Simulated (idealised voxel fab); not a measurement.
Presented below is a process module, voxel transistor to metal.
Each square cell in cross-section cut measures 5 nm, and the section as a whole is 200 nm wide.
We lay out every cross-section as a grid of square cells and spell it out in bands from the top down, where one band means one or more rows of cells. For a band, the entry starts with two heights in nm, that of the top and then that of the bottom, and carries on with the band's materials in order from left to right, each alongside its width in nm; the word "full width" beside a single material means it fills the band edge to edge, and "blank" means empty space. Note: height 0 marks the level under which the wafer is uniformly one material as received. Lowest band unbounded below, written "0..down". Width spec "30..40" -> top row of cells at first value, bottom row at second value, equal per-row change in between. "remained the same" (step): cross-section cells unchanged, all of them. Enclosed voids (no open way to top), threshold 8 cells or more, entry "Cavities, closed", notation width x height at distance, distance from left edge, nm. The remark found on a step's line after its settings is issued by the simulator itself and pertains to that step. overlay nm: right-of-plan distance of the mask on a masked step; negative values mean left-of-plan.
[So here's the lineup of process steps we planned]
1 RECEIVE [material Si]
2 OXIDIZE [depth nm 5]
3 CONFORMAL_DEP [material SiN] [thk nm 15]
4 MASKED_ETCH [tone cover] [mask id ACTIVE] [width nm 110] [etch materials SiN] [depth nm 15] [overlay nm 0]
5 MASKED_ETCH [tone cover] [mask id ACTIVE] [width nm 110] [etch materials SiO2] [depth nm 5] [overlay nm 0]
6 MASKED_ETCH [tone cover] [mask id ACTIVE] [width nm 110] [etch materials Si] [depth nm 25] [overlay nm 0]
7 FILL_DEP [material SiO2] [thk nm 5]
8 CMP [height nm 15]
9 SELECTIVE_ETCH [etch materials SiO2] [depth nm 10]
10 STRIP [etch materials SiN]
11 SELECTIVE_ETCH [etch materials SiO2] [depth nm 5]
12 OXIDIZE [depth nm 5]
13 DIRECTIONAL_DEP [material polySi] [thk nm 20]
14 DIRECTIONAL_DEP [material SiCN] [thk nm 15]
15 MASKED_ETCH [tone cover] [mask id GATE] [width nm 30] [etch materials SiCN] [depth nm 25] [overlay nm 0]
16 MASKED_ETCH [tone cover] [mask id GATE] [width nm 30] [etch materials polySi] [depth nm 30] [overlay nm 0]
17 CONFORMAL_DEP [material SiN] [thk nm 10]
18 DIRECTIONAL_ETCH [etch materials SiN] [depth nm 10]
19 DIRECTIONAL_ETCH [etch materials SiO2] [depth nm 5]
20 DIRECTIONAL_ETCH [etch materials Si] [depth nm 10]
21 EPI [material SiGe] [thk nm 10]
22 FILL_DEP [material SiO2] [thk nm 10]
23 CMP [height nm 15]
24 STRIP [etch materials polySi]
25 SELECTIVE_ETCH [etch materials SiO2] [depth nm 5]
26 CONFORMAL_DEP [material HfO2] [thk nm 5]
27 CONFORMAL_DEP [material TiN] [thk nm 5]
28 FILL_DEP [material W] [thk nm 10]
29 CMP [height nm 10]
30 DIRECTIONAL_DEP [material SiO2] [thk nm 15]
31 MASKED_ETCH [tone open] [mask id CONTACT] [width nm 20] [pitch nm 80] [etch materials SiO2] [depth nm 35] [overlay nm 0]
32 CONFORMAL_DEP [material TiN] [thk nm 5]
33 FILL_DEP [material W] [thk nm 5]
34 CMP [height nm 25]
35 DIRECTIONAL_DEP [material TiN] [thk nm 5]
36 DIRECTIONAL_DEP [material W] [thk nm 20]
37 DIRECTIONAL_DEP [material aC] [thk nm 10]
38 PATTERN [tone cover] [mask id METAL_1] [material resist] [width nm 20] [pitch nm 80] [thk nm 25] [overlay nm 0]
39 DIRECTIONAL_ETCH [etch materials aC] [depth nm 10]
40 STRIP [etch materials resist]
41 DIRECTIONAL_ETCH [etch materials W] [depth nm 20]
42 DIRECTIONAL_ETCH [etch materials TiN] [depth nm 5]
43 STRIP [etch materials aC]
44 CONFORMAL_DEP [material SiN] [thk nm 5]
45 FILL_DEP [material SiO2] [thk nm 10]
46 CMP [height nm 50]
47 CONFORMAL_DEP [material SiN] [thk nm 5]
[First of two wafers - as planned]
[Here's what the wafer looked like in cross-section when it arrived - that's after step 1]
	0..down  Si full width
	Cavities, closed: none
[Wafer after step 2 (cross-section)]
	0..-5  SiO2 full width
	Everything below -5 is unchanged.
[Wafer after step 3 (cross-section)]
	15..0  SiN full width
	Everything below 0 is unchanged.
[Wafer after step 4 (cross-section)]
	15..0  blank: 45 / SiN: 110 / blank: 45
	Everything below 0 is unchanged.
[Wafer after step 5 (cross-section)]
	15..0  blank: 45 / SiN: 110 / blank: 45
	0..-5  blank: 45 / SiO2: 110 / blank: 45
	Everything below -5 is unchanged.
[Wafer after step 6 (cross-section)]
	15..0  blank: 45 / SiN: 110 / blank: 45
	0..-5  blank: 45 / SiO2: 110 / blank: 45
	-5..-30  blank: 45 / Si: 110 / blank: 45
	Everything below -30 is unchanged.
[Wafer after step 7 (cross-section)]
	20..15  SiO2 full width
	15..0  SiO2: 45 / SiN: 110 / SiO2: 45
	0..-5  SiO2 full width
	-5..-30  SiO2: 45 / Si: 110 / SiO2: 45
	Everything below -30 is unchanged.
[Wafer after step 8 (cross-section)]
	15..0  SiO2: 45 / SiN: 110 / SiO2: 45
	Everything below 0 is unchanged.
[Wafer after step 9 (cross-section)]
	15..5  blank: 45 / SiN: 110 / blank: 45
	Everything below 5 is unchanged.
[Wafer after step 10 (cross-section)]
	5..0  SiO2: 45 / blank: 110 / SiO2: 45
	Everything below 0 is unchanged.
[Wafer after step 11 (cross-section)]
	0..-5  SiO2: 40 / blank: 120 / SiO2: 40
	Everything below -5 is unchanged.
[Wafer after step 12 (cross-section)]
	0..-5  SiO2: 40 / blank: 120 / SiO2: 40
	-5..-10  SiO2 full width
	Everything below -10 is unchanged.
[Wafer after step 13 (cross-section)]
	20..15  polySi: 40 / blank: 120 / polySi: 40
	15..0  polySi full width
	0..-5  SiO2: 40 / polySi: 120 / SiO2: 40
	Everything below -5 is unchanged.
[Wafer after step 14 (cross-section)]
	35..30  SiCN: 40 / blank: 120 / SiCN: 40
	30..20  SiCN full width
	20..15  polySi: 40 / SiCN: 120 / polySi: 40
	Everything below 15 is unchanged.
[Wafer after step 15 (cross-section)]
	30..20  blank: 85 / SiCN: 30 / blank: 85
	20..15  polySi: 40 / blank: 45 / SiCN: 30 / blank: 45 / polySi: 40
	Everything below 15 is unchanged.
[Wafer after step 16 (cross-section)]
	30..15  blank: 85 / SiCN: 30 / blank: 85
	15..0  blank: 85 / polySi: 30 / blank: 85
	0..-5  SiO2: 40 / blank: 45 / polySi: 30 / blank: 45 / SiO2: 40
	Everything below -5 is unchanged.
[Wafer after step 17 (cross-section)]
	40..30  blank: 75 / SiN: 50 / blank: 75
	30..15  blank: 75 / SiN: 10 / SiCN: 30 / SiN: 10 / blank: 75
	15..10  blank: 75 / SiN: 10 / polySi: 30 / SiN: 10 / blank: 75
	10..5  SiN: 50 / blank: 25 / SiN: 10 / polySi: 30 / SiN: 10 / blank: 25 / SiN: 50
	5..0  SiN: 85 / polySi: 30 / SiN: 85
	0..-5  SiO2: 40 / SiN: 45 / polySi: 30 / SiN: 45 / SiO2: 40
	Everything below -5 is unchanged.
[Wafer after step 18 (cross-section)]
	30..15  blank: 75 / SiN: 10 / SiCN: 30 / SiN: 10 / blank: 75
	15..0  blank: 75 / SiN: 10 / polySi: 30 / SiN: 10 / blank: 75
	0..-5  SiO2: 40 / SiN: 10 / blank: 25 / SiN: 10 / polySi: 30 / SiN: 10 / blank: 25 / SiN: 10 / SiO2: 40
	Everything below -5 is unchanged.
[Wafer after step 19 (cross-section)]
	30..15  blank: 75 / SiN: 10 / SiCN: 30 / SiN: 10 / blank: 75
	15..0  blank: 75 / SiN: 10 / polySi: 30 / SiN: 10 / blank: 75
	0..-5  blank: 40 / SiN: 10 / blank: 25 / SiN: 10 / polySi: 30 / SiN: 10 / blank: 25 / SiN: 10 / blank: 40
	-5..-10  SiO2: 50 / blank: 25 / SiO2: 50 / blank: 25 / SiO2: 50
	Everything below -10 is unchanged.
[Wafer after step 20 (cross-section)]
	30..15  blank: 75 / SiN: 10 / SiCN: 30 / SiN: 10 / blank: 75
	15..0  blank: 75 / SiN: 10 / polySi: 30 / SiN: 10 / blank: 75
	0..-5  blank: 40 / SiN: 10 / blank: 25 / SiN: 10 / polySi: 30 / SiN: 10 / blank: 25 / SiN: 10 / blank: 40
	-5..-10  SiO2: 50 / blank: 25 / SiO2: 50 / blank: 25 / SiO2: 50
	-10..-20  SiO2: 45 / Si: 5 / blank: 25 / Si: 50 / blank: 25 / Si: 5 / SiO2: 45
	Everything below -20 is unchanged.
[Wafer after step 21 (cross-section)]
	30..15  blank: 75 / SiN: 10 / SiCN: 30 / SiN: 10 / blank: 75
	15..0  blank: 75 / SiN: 10 / polySi: 30 / SiN: 10 / blank: 75
	0..-5  blank: 40 / SiN: 10 / SiGe: 10 / blank: 5 / SiGe: 10 / SiN: 10 / polySi: 30 / SiN: 10 / SiGe: 10 / blank: 5 / SiGe: 10 / SiN: 10 / blank: 40
	-5..-10  SiO2: 50 / SiGe: 10 / blank: 5 / SiGe: 10 / SiO2: 50 / SiGe: 10 / blank: 5 / SiGe: 10 / SiO2: 50
	-10..-20  SiO2: 45 / Si: 5 / SiGe: 25 / Si: 50 / SiGe: 25 / Si: 5 / SiO2: 45
	Everything below -20 is unchanged.
[Wafer after step 22 (cross-section)]
	40..30  SiO2 full width
	30..15  SiO2: 75 / SiN: 10 / SiCN: 30 / SiN: 10 / SiO2: 75
	15..0  SiO2: 75 / SiN: 10 / polySi: 30 / SiN: 10 / SiO2: 75
	0..-5  SiO2: 40 / SiN: 10 / SiGe: 10 / SiO2: 5 / SiGe: 10 / SiN: 10 / polySi: 30 / SiN: 10 / SiGe: 10 / SiO2: 5 / SiGe: 10 / SiN: 10 / SiO2: 40
	-5..-10  SiO2: 50 / SiGe: 10 / SiO2: 5 / SiGe: 10 / SiO2: 50 / SiGe: 10 / SiO2: 5 / SiGe: 10 / SiO2: 50
	Everything below -10 is unchanged.
[Wafer after step 23 (cross-section)]
	15..0  SiO2: 75 / SiN: 10 / polySi: 30 / SiN: 10 / SiO2: 75
	Everything below 0 is unchanged.
[Wafer after step 24 (cross-section)]
	15..0  SiO2: 75 / SiN: 10 / blank: 30 / SiN: 10 / SiO2: 75
	0..-5  SiO2: 40 / SiN: 10 / SiGe: 10 / SiO2: 5 / SiGe: 10 / SiN: 10 / blank: 30 / SiN: 10 / SiGe: 10 / SiO2: 5 / SiGe: 10 / SiN: 10 / SiO2: 40
	Everything below -5 is unchanged.
[Wafer after step 25 (cross-section)]
	15..10  blank: 75 / SiN: 10 / blank: 30 / SiN: 10 / blank: 75
	10..0  SiO2: 75 / SiN: 10 / blank: 30 / SiN: 10 / SiO2: 75
	0..-5  SiO2: 40 / SiN: 10 / SiGe: 10 / SiO2: 5 / SiGe: 10 / SiN: 10 / blank: 30 / SiN: 10 / SiGe: 10 / SiO2: 5 / SiGe: 10 / SiN: 10 / SiO2: 40
	-5..-10  SiO2: 50 / SiGe: 10 / SiO2: 5 / SiGe: 10 / SiO2: 5 / blank: 40 / SiO2: 5 / SiGe: 10 / SiO2: 5 / SiGe: 10 / SiO2: 50
	Everything below -10 is unchanged.
[Wafer after step 26 (cross-section)]
	20..15  blank: 70 / HfO2: 20 / blank: 20 / HfO2: 20 / blank: 70
	15..10  HfO2: 75 / SiN: 10 / HfO2: 5 / blank: 20 / HfO2: 5 / SiN: 10 / HfO2: 75
	10..0  SiO2: 75 / SiN: 10 / HfO2: 5 / blank: 20 / HfO2: 5 / SiN: 10 / SiO2: 75
	0..-5  SiO2: 40 / SiN: 10 / SiGe: 10 / SiO2: 5 / SiGe: 10 / SiN: 10 / HfO2: 5 / blank: 20 / HfO2: 5 / SiN: 10 / SiGe: 10 / SiO2: 5 / SiGe: 10 / SiN: 10 / SiO2: 40
	-5..-10  SiO2: 50 / SiGe: 10 / SiO2: 5 / SiGe: 10 / SiO2: 5 / HfO2: 40 / SiO2: 5 / SiGe: 10 / SiO2: 5 / SiGe: 10 / SiO2: 50
	Everything below -10 is unchanged.
[Wafer after step 27 (cross-section)]
	25..20  blank: 65 / TiN: 30 / blank: 10 / TiN: 30 / blank: 65
	20..15  TiN: 70 / HfO2: 20 / TiN: 5 / blank: 10 / TiN: 5 / HfO2: 20 / TiN: 70
	15..10  HfO2: 75 / SiN: 10 / HfO2: 5 / TiN: 5 / blank: 10 / TiN: 5 / HfO2: 5 / SiN: 10 / HfO2: 75
	10..0  SiO2: 75 / SiN: 10 / HfO2: 5 / TiN: 5 / blank: 10 / TiN: 5 / HfO2: 5 / SiN: 10 / SiO2: 75
	0..-5  SiO2: 40 / SiN: 10 / SiGe: 10 / SiO2: 5 / SiGe: 10 / SiN: 10 / HfO2: 5 / TiN: 20 / HfO2: 5 / SiN: 10 / SiGe: 10 / SiO2: 5 / SiGe: 10 / SiN: 10 / SiO2: 40
	Everything below -5 is unchanged.
[Wafer after step 28 (cross-section)]
	35..25  W full width
	25..20  W: 65 / TiN: 30 / W: 10 / TiN: 30 / W: 65
	20..15  TiN: 70 / HfO2: 20 / TiN: 5 / W: 10 / TiN: 5 / HfO2: 20 / TiN: 70
	15..10  HfO2: 75 / SiN: 10 / HfO2: 5 / TiN: 5 / W: 10 / TiN: 5 / HfO2: 5 / SiN: 10 / HfO2: 75
	10..0  SiO2: 75 / SiN: 10 / HfO2: 5 / TiN: 5 / W: 10 / TiN: 5 / HfO2: 5 / SiN: 10 / SiO2: 75
	Everything below 0 is unchanged.
[Wafer after step 29 (cross-section)]
	10..0  SiO2: 75 / SiN: 10 / HfO2: 5 / TiN: 5 / W: 10 / TiN: 5 / HfO2: 5 / SiN: 10 / SiO2: 75
	Everything below 0 is unchanged.
[Wafer after step 30 (cross-section)]
	25..10  SiO2 full width
	Everything below 10 is unchanged.
[Wafer after step 31 (cross-section)]
	25..10  SiO2: 50 / blank: 20 / SiO2: 60 / blank: 20 / SiO2: 50
	10..0  SiO2: 50 / blank: 20 / SiO2: 5 / SiN: 10 / HfO2: 5 / TiN: 5 / W: 10 / TiN: 5 / HfO2: 5 / SiN: 10 / SiO2: 5 / blank: 20 / SiO2: 50
	0..-5  SiO2: 40 / SiN: 10 / SiGe: 10 / blank: 5 / SiGe: 10 / SiN: 10 / HfO2: 5 / TiN: 20 / HfO2: 5 / SiN: 10 / SiGe: 10 / blank: 5 / SiGe: 10 / SiN: 10 / SiO2: 40
	-5..-10  SiO2: 50 / SiGe: 10 / blank: 5 / SiGe: 10 / SiO2: 5 / HfO2: 40 / SiO2: 5 / SiGe: 10 / blank: 5 / SiGe: 10 / SiO2: 50
	Everything below -10 is unchanged.
[Wafer after step 32 (cross-section)]
	30..25  TiN: 55 / blank: 10 / TiN: 70 / blank: 10 / TiN: 55
	25..10  SiO2: 50 / TiN: 5 / blank: 10 / TiN: 5 / SiO2: 60 / TiN: 5 / blank: 10 / TiN: 5 / SiO2: 50
	10..5  SiO2: 50 / TiN: 5 / blank: 10 / TiN: 5 / SiO2: 5 / SiN: 10 / HfO2: 5 / TiN: 5 / W: 10 / TiN: 5 / HfO2: 5 / SiN: 10 / SiO2: 5 / TiN: 5 / blank: 10 / TiN: 5 / SiO2: 50
	5..0  SiO2: 50 / TiN: 20 / SiO2: 5 / SiN: 10 / HfO2: 5 / TiN: 5 / W: 10 / TiN: 5 / HfO2: 5 / SiN: 10 / SiO2: 5 / TiN: 20 / SiO2: 50
	0..-5  SiO2: 40 / SiN: 10 / SiGe: 10 / TiN: 5 / SiGe: 10 / SiN: 10 / HfO2: 5 / TiN: 20 / HfO2: 5 / SiN: 10 / SiGe: 10 / TiN: 5 / SiGe: 10 / SiN: 10 / SiO2: 40
	-5..-10  SiO2: 50 / SiGe: 10 / TiN: 5 / SiGe: 10 / SiO2: 5 / HfO2: 40 / SiO2: 5 / SiGe: 10 / TiN: 5 / SiGe: 10 / SiO2: 50
	Everything below -10 is unchanged.
[Wafer after step 33 (cross-section)]
	35..30  W full width
	30..25  TiN: 55 / W: 10 / TiN: 70 / W: 10 / TiN: 55
	25..10  SiO2: 50 / TiN: 5 / W: 10 / TiN: 5 / SiO2: 60 / TiN: 5 / W: 10 / TiN: 5 / SiO2: 50
	10..5  SiO2: 50 / TiN: 5 / W: 10 / TiN: 5 / SiO2: 5 / SiN: 10 / HfO2: 5 / TiN: 5 / W: 10 / TiN: 5 / HfO2: 5 / SiN: 10 / SiO2: 5 / TiN: 5 / W: 10 / TiN: 5 / SiO2: 50
	Everything below 5 is unchanged.
[Wafer after step 34 (cross-section)]
	25..10  SiO2: 50 / TiN: 5 / W: 10 / TiN: 5 / SiO2: 60 / TiN: 5 / W: 10 / TiN: 5 / SiO2: 50
	Everything below 10 is unchanged.
[Wafer after step 35 (cross-section)]
	30..25  TiN full width
	Everything below 25 is unchanged.
[Wafer after step 36 (cross-section)]
	50..30  W full width
	Everything below 30 is unchanged.
[Wafer after step 37 (cross-section)]
	60..50  aC full width
	Everything below 50 is unchanged.
[Wafer after step 38 (cross-section)]
	85..60  blank: 50 / resist: 20 / blank: 60 / resist: 20 / blank: 50
	Everything below 60 is unchanged.
[Wafer after step 39 (cross-section)]
	75..60  blank: 50 / resist: 20 / blank: 60 / resist: 20 / blank: 50
	60..50  blank: 50 / aC: 20 / blank: 60 / aC: 20 / blank: 50
	Everything below 50 is unchanged.
[Wafer after step 40 (cross-section)]
	60..50  blank: 50 / aC: 20 / blank: 60 / aC: 20 / blank: 50
	Everything below 50 is unchanged.
[Wafer after step 41 (cross-section)]
	60..50  blank: 50 / aC: 20 / blank: 60 / aC: 20 / blank: 50
	50..30  blank: 50 / W: 20 / blank: 60 / W: 20 / blank: 50
	Everything below 30 is unchanged.
[Wafer after step 42 (cross-section)]
	60..50  blank: 50 / aC: 20 / blank: 60 / aC: 20 / blank: 50
	50..30  blank: 50 / W: 20 / blank: 60 / W: 20 / blank: 50
	30..25  blank: 50 / TiN: 20 / blank: 60 / TiN: 20 / blank: 50
	Everything below 25 is unchanged.
[Wafer after step 43 (cross-section)]
	50..30  blank: 50 / W: 20 / blank: 60 / W: 20 / blank: 50
	Everything below 30 is unchanged.
[Wafer after step 44 (cross-section)]
	55..50  blank: 45 / SiN: 30 / blank: 50 / SiN: 30 / blank: 45
	50..30  blank: 45 / SiN: 5 / W: 20 / SiN: 5 / blank: 50 / SiN: 5 / W: 20 / SiN: 5 / blank: 45
	30..25  SiN: 50 / TiN: 20 / SiN: 60 / TiN: 20 / SiN: 50
	Everything below 25 is unchanged.
[Wafer after step 45 (cross-section)]
	65..55  SiO2 full width
	55..50  SiO2: 45 / SiN: 30 / SiO2: 50 / SiN: 30 / SiO2: 45
	50..30  SiO2: 45 / SiN: 5 / W: 20 / SiN: 5 / SiO2: 50 / SiN: 5 / W: 20 / SiN: 5 / SiO2: 45
	Everything below 30 is unchanged.
[Wafer after step 46 (cross-section)]
	50..30  SiO2: 45 / SiN: 5 / W: 20 / SiN: 5 / SiO2: 50 / SiN: 5 / W: 20 / SiN: 5 / SiO2: 45
	Everything below 30 is unchanged.
[Wafer after step 47 (cross-section)]
	55..50  SiN full width
	Everything below 50 is unchanged.
[The second wafer began exactly as the first did and followed the same plan, but one mistake was made while running it; through step 26 inclusive, the two wafers are identical]
[Second wafer, cut view, end of step 27 per plan]
	25..20  blank: 65 / HfO2: 30 / blank: 10 / HfO2: 30 / blank: 65
	20..15  HfO2: 95 / blank: 10 / HfO2: 95
	15..10  HfO2: 75 / SiN: 10 / HfO2: 10 / blank: 10 / HfO2: 10 / SiN: 10 / HfO2: 75
	10..0  SiO2: 75 / SiN: 10 / HfO2: 10 / blank: 10 / HfO2: 10 / SiN: 10 / SiO2: 75
	0..-5  SiO2: 40 / SiN: 10 / SiGe: 10 / SiO2: 5 / SiGe: 10 / SiN: 10 / HfO2: 30 / SiN: 10 / SiGe: 10 / SiO2: 5 / SiGe: 10 / SiN: 10 / SiO2: 40
	Everything below -5 is unchanged.
[Second wafer, cut view, end of step 28 per plan]
	35..25  W full width
	25..20  W: 65 / HfO2: 30 / W: 10 / HfO2: 30 / W: 65
	20..15  HfO2: 95 / W: 10 / HfO2: 95
	15..10  HfO2: 75 / SiN: 10 / HfO2: 10 / W: 10 / HfO2: 10 / SiN: 10 / HfO2: 75
	10..0  SiO2: 75 / SiN: 10 / HfO2: 10 / W: 10 / HfO2: 10 / SiN: 10 / SiO2: 75
	Everything below 0 is unchanged.
[Second wafer, cut view, end of step 29 per plan]
	10..0  SiO2: 75 / SiN: 10 / HfO2: 10 / W: 10 / HfO2: 10 / SiN: 10 / SiO2: 75
	Everything below 0 is unchanged.
[Second wafer, cut view, end of step 30 per plan]
	25..10  SiO2 full width
	Everything below 10 is unchanged.
[Second wafer, cut view, end of step 31 per plan]
	25..10  SiO2: 50 / blank: 20 / SiO2: 60 / blank: 20 / SiO2: 50
	10..0  SiO2: 50 / blank: 20 / SiO2: 5 / SiN: 10 / HfO2: 10 / W: 10 / HfO2: 10 / SiN: 10 / SiO2: 5 / blank: 20 / SiO2: 50
	0..-5  SiO2: 40 / SiN: 10 / SiGe: 10 / blank: 5 / SiGe: 10 / SiN: 10 / HfO2: 30 / SiN: 10 / SiGe: 10 / blank: 5 / SiGe: 10 / SiN: 10 / SiO2: 40
	-5..-10  SiO2: 50 / SiGe: 10 / blank: 5 / SiGe: 10 / SiO2: 5 / HfO2: 40 / SiO2: 5 / SiGe: 10 / blank: 5 / SiGe: 10 / SiO2: 50
	Everything below -10 is unchanged.
[Second wafer, cut view, end of step 32 per plan]
	30..25  TiN: 55 / blank: 10 / TiN: 70 / blank: 10 / TiN: 55
	25..10  SiO2: 50 / TiN: 5 / blank: 10 / TiN: 5 / SiO2: 60 / TiN: 5 / blank: 10 / TiN: 5 / SiO2: 50
	10..5  SiO2: 50 / TiN: 5 / blank: 10 / TiN: 5 / SiO2: 5 / SiN: 10 / HfO2: 10 / W: 10 / HfO2: 10 / SiN: 10 / SiO2: 5 / TiN: 5 / blank: 10 / TiN: 5 / SiO2: 50
	5..0  SiO2: 50 / TiN: 20 / SiO2: 5 / SiN: 10 / HfO2: 10 / W: 10 / HfO2: 10 / SiN: 10 / SiO2: 5 / TiN: 20 / SiO2: 50
	0..-5  SiO2: 40 / SiN: 10 / SiGe: 10 / TiN: 5 / SiGe: 10 / SiN: 10 / HfO2: 30 / SiN: 10 / SiGe: 10 / TiN: 5 / SiGe: 10 / SiN: 10 / SiO2: 40
	-5..-10  SiO2: 50 / SiGe: 10 / TiN: 5 / SiGe: 10 / SiO2: 5 / HfO2: 40 / SiO2: 5 / SiGe: 10 / TiN: 5 / SiGe: 10 / SiO2: 50
	Everything below -10 is unchanged.
[Second wafer, cut view, end of step 33 per plan]
	35..30  W full width
	30..25  TiN: 55 / W: 10 / TiN: 70 / W: 10 / TiN: 55
	25..10  SiO2: 50 / TiN: 5 / W: 10 / TiN: 5 / SiO2: 60 / TiN: 5 / W: 10 / TiN: 5 / SiO2: 50
	10..5  SiO2: 50 / TiN: 5 / W: 10 / TiN: 5 / SiO2: 5 / SiN: 10 / HfO2: 10 / W: 10 / HfO2: 10 / SiN: 10 / SiO2: 5 / TiN: 5 / W: 10 / TiN: 5 / SiO2: 50
	Everything below 5 is unchanged.
[Second wafer, cut view, end of step 34 per plan]
	25..10  SiO2: 50 / TiN: 5 / W: 10 / TiN: 5 / SiO2: 60 / TiN: 5 / W: 10 / TiN: 5 / SiO2: 50
	Everything below 10 is unchanged.
[Second wafer, cut view, end of step 35 per plan]
	30..25  TiN full width
	Everything below 25 is unchanged.
[Second wafer, cut view, end of step 36 per plan]
	50..30  W full width
	Everything below 30 is unchanged.
[Second wafer, cut view, end of step 37 per plan]
	60..50  aC full width
	Everything below 50 is unchanged.
[Second wafer, cut view, end of step 38 per plan]
	85..60  blank: 50 / resist: 20 / blank: 60 / resist: 20 / blank: 50
	Everything below 60 is unchanged.
[Second wafer, cut view, end of step 39 per plan]
	75..60  blank: 50 / resist: 20 / blank: 60 / resist: 20 / blank: 50
	60..50  blank: 50 / aC: 20 / blank: 60 / aC: 20 / blank: 50
	Everything below 50 is unchanged.
[Second wafer, cut view, end of step 40 per plan]
	60..50  blank: 50 / aC: 20 / blank: 60 / aC: 20 / blank: 50
	Everything below 50 is unchanged.
[Second wafer, cut view, end of step 41 per plan]
	60..50  blank: 50 / aC: 20 / blank: 60 / aC: 20 / blank: 50
	50..30  blank: 50 / W: 20 / blank: 60 / W: 20 / blank: 50
	Everything below 30 is unchanged.
[Second wafer, cut view, end of step 42 per plan]
	60..50  blank: 50 / aC: 20 / blank: 60 / aC: 20 / blank: 50
	50..30  blank: 50 / W: 20 / blank: 60 / W: 20 / blank: 50
	30..25  blank: 50 / TiN: 20 / blank: 60 / TiN: 20 / blank: 50
	Everything below 25 is unchanged.
[Second wafer, cut view, end of step 43 per plan]
	50..30  blank: 50 / W: 20 / blank: 60 / W: 20 / blank: 50
	Everything below 30 is unchanged.
[Second wafer, cut view, end of step 44 per plan]
	55..50  blank: 45 / SiN: 30 / blank: 50 / SiN: 30 / blank: 45
	50..30  blank: 45 / SiN: 5 / W: 20 / SiN: 5 / blank: 50 / SiN: 5 / W: 20 / SiN: 5 / blank: 45
	30..25  SiN: 50 / TiN: 20 / SiN: 60 / TiN: 20 / SiN: 50
	Everything below 25 is unchanged.
[Second wafer, cut view, end of step 45 per plan]
	65..55  SiO2 full width
	55..50  SiO2: 45 / SiN: 30 / SiO2: 50 / SiN: 30 / SiO2: 45
	50..30  SiO2: 45 / SiN: 5 / W: 20 / SiN: 5 / SiO2: 50 / SiN: 5 / W: 20 / SiN: 5 / SiO2: 45
	Everything below 30 is unchanged.
[Second wafer, cut view, end of step 46 per plan]
	50..30  SiO2: 45 / SiN: 5 / W: 20 / SiN: 5 / SiO2: 50 / SiN: 5 / W: 20 / SiN: 5 / SiO2: 45
	Everything below 30 is unchanged.
[Second wafer, cut view, end of step 47 per plan]
	55..50  SiN full width
	Everything below 50 is unchanged.
What broke from the plan during processing? in deviation from the planned setting, step 27 was conducted as CONFORMAL_DEP [material HfO2] [thk nm 5]
The final cell counts differ between the wafers, with the second having more or fewer of some materials than the first: HfO2: 8 more | TiN: 8 fewer
